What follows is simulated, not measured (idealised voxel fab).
process module | voxel gate over fins
cross-section cut | 280 nm wide | cells 5 nm
A cross-section is a grid of square cells, given in bands from the top down. A band is one or more rows of cells.
Each band's line starts with the height of the band's top and of its bottom, in nm. Then come its materials from left to right, each with its width in nm. One material with "throughout" fills the band from edge to edge. "air" is empty space.
Height 0 is the level under which the wafer as received is all one material. The lowest band goes on downwards, as in "0 down".
A width such as "30 to 40" changes by the same amount from each row of cells to the next, from the band's top row to its bottom row.
"no change" after a step means that no cell of the cross-section changed.
closed voids: empty space of 8 cells or more with no open way to the top, each as width x height at its distance from the left edge, in nm
after a step's settings: what the simulator itself notes on the step
overlay nm, on a step with a mask: how far to the right of its planned place the mask lay; to the left if negative
plan
1 op RECEIVE | material Si
2 op CONFORMAL_DEP | material SiN | thk nm 5
3 op PATTERN | tone cover | mask id FINS | material resist | width nm 15 | pitch nm 45 | thk nm 20 | overlay nm 0
4 op DIRECTIONAL_ETCH | etch materials SiN | depth nm 5
5 op DIRECTIONAL_ETCH | etch materials Si | depth nm 30
6 op STRIP | etch materials resist
7 op FILL_DEP | material SiO2 | thk nm 5
8 op CMP | height nm 5
9 op SELECTIVE_ETCH | etch materials SiO2 | depth nm 15
10 op STRIP | etch materials SiN
11 op CONFORMAL_DEP | material HfO2 | thk nm 5
12 op CONFORMAL_DEP | material TiN | thk nm 5
13 op FILL_DEP | material W | thk nm 10
14 op CMP | height nm 15
15 op CONFORMAL_DEP | material SiCN | thk nm 5
first wafer, as planned
as received, after step 1
  0 down: Si throughout
  closed voids: none
after step 2
  5 to 0: SiN throughout
  below 0: unchanged
after step 3
  25 to 5: air 110 | resist 15 | air 30 | resist 15 | air 110
  below 5: unchanged
after step 4
  25 to 5: air 110 | resist 15 | air 30 | resist 15 | air 110
  5 to 0: air 110 | SiN 15 | air 30 | SiN 15 | air 110
  below 0: unchanged
after step 5
  25 to 5: air 110 | resist 15 | air 30 | resist 15 | air 110
  5 to 0: air 110 | SiN 15 | air 30 | SiN 15 | air 110
  0 to -30: air 110 | Si 15 | air 30 | Si 15 | air 110
  below -30: unchanged
after step 6
  5 to 0: air 110 | SiN 15 | air 30 | SiN 15 | air 110
  below 0: unchanged
after step 7
  10 to 5: SiO2 throughout
  5 to 0: SiO2 110 | SiN 15 | SiO2 30 | SiN 15 | SiO2 110
  0 to -30: SiO2 110 | Si 15 | SiO2 30 | Si 15 | SiO2 110
  below -30: unchanged
after step 8
  5 to 0: SiO2 110 | SiN 15 | SiO2 30 | SiN 15 | SiO2 110
  below 0: unchanged
after step 9
  5 to 0: air 110 | SiN 15 | air 30 | SiN 15 | air 110
  0 to -10: air 110 | Si 15 | air 30 | Si 15 | air 110
  below -10: unchanged
after step 10
  0 to -10: air 110 | Si 15 | air 30 | Si 15 | air 110
  below -10: unchanged
after step 11
  5 to 0: air 105 | HfO2 25 | air 20 | HfO2 25 | air 105
  0 to -5: air 105 | HfO2 5 | Si 15 | HfO2 5 | air 20 | HfO2 5 | Si 15 | HfO2 5 | air 105
  -5 to -10: HfO2 110 | Si 15 | HfO2 30 | Si 15 | HfO2 110
  below -10: unchanged
after step 12
  10 to 5: air 100 | TiN 35 | air 10 | TiN 35 | air 100
  5 to 0: air 100 | TiN 5 | HfO2 25 | TiN 5 | air 10 | TiN 5 | HfO2 25 | TiN 5 | air 100
  0 to -5: TiN 105 | HfO2 5 | Si 15 | HfO2 5 | TiN 20 | HfO2 5 | Si 15 | HfO2 5 | TiN 105
  below -5: unchanged
after step 13
  20 to 10: W throughout
  10 to 5: W 100 | TiN 35 | W 10 | TiN 35 | W 100
  5 to 0: W 100 | TiN 5 | HfO2 25 | TiN 5 | W 10 | TiN 5 | HfO2 25 | TiN 5 | W 100
  below 0: unchanged
after step 14
  15 to 10: W throughout
  below 10: unchanged
after step 15
  20 to 15: SiCN throughout
  below 15: unchanged
second wafer: like start, like plan, one mistake. Through step 10 it matches the first wafer
when step 11 should have ended
  5 to 0: air 105 | TiN 25 | air 20 | TiN 25 | air 105
  0 to -5: air 105 | TiN 5 | Si 15 | TiN 5 | air 20 | TiN 5 | Si 15 | TiN 5 | air 105
  -5 to -10: TiN 110 | Si 15 | TiN 30 | Si 15 | TiN 110
  below -10: unchanged
when step 12 should have ended
  10 to 5: air 100 | HfO2 35 | air 10 | HfO2 35 | air 100
  5 to 0: air 100 | HfO2 5 | TiN 25 | HfO2 5 | air 10 | HfO2 5 | TiN 25 | HfO2 5 | air 100
  0 to -5: HfO2 105 | TiN 5 | Si 15 | TiN 5 | HfO2 20 | TiN 5 | Si 15 | TiN 5 | HfO2 105
  below -5: unchanged
when step 13 should have ended
  20 to 10: W throughout
  10 to 5: W 100 | HfO2 35 | W 10 | HfO2 35 | W 100
  5 to 0: W 100 | HfO2 5 | TiN 25 | HfO2 5 | W 10 | HfO2 5 | TiN 25 | HfO2 5 | W 100
  below 0: unchanged
when step 14 should have ended
  15 to 10: W throughout
  below 10: unchanged
when step 15 should have ended
  20 to 15: SiCN throughout
  below 15: unchanged
what went wrong: steps 11 and 12 were swapped
at the end the second wafer has, in cells: as many of each material as the first, in other places
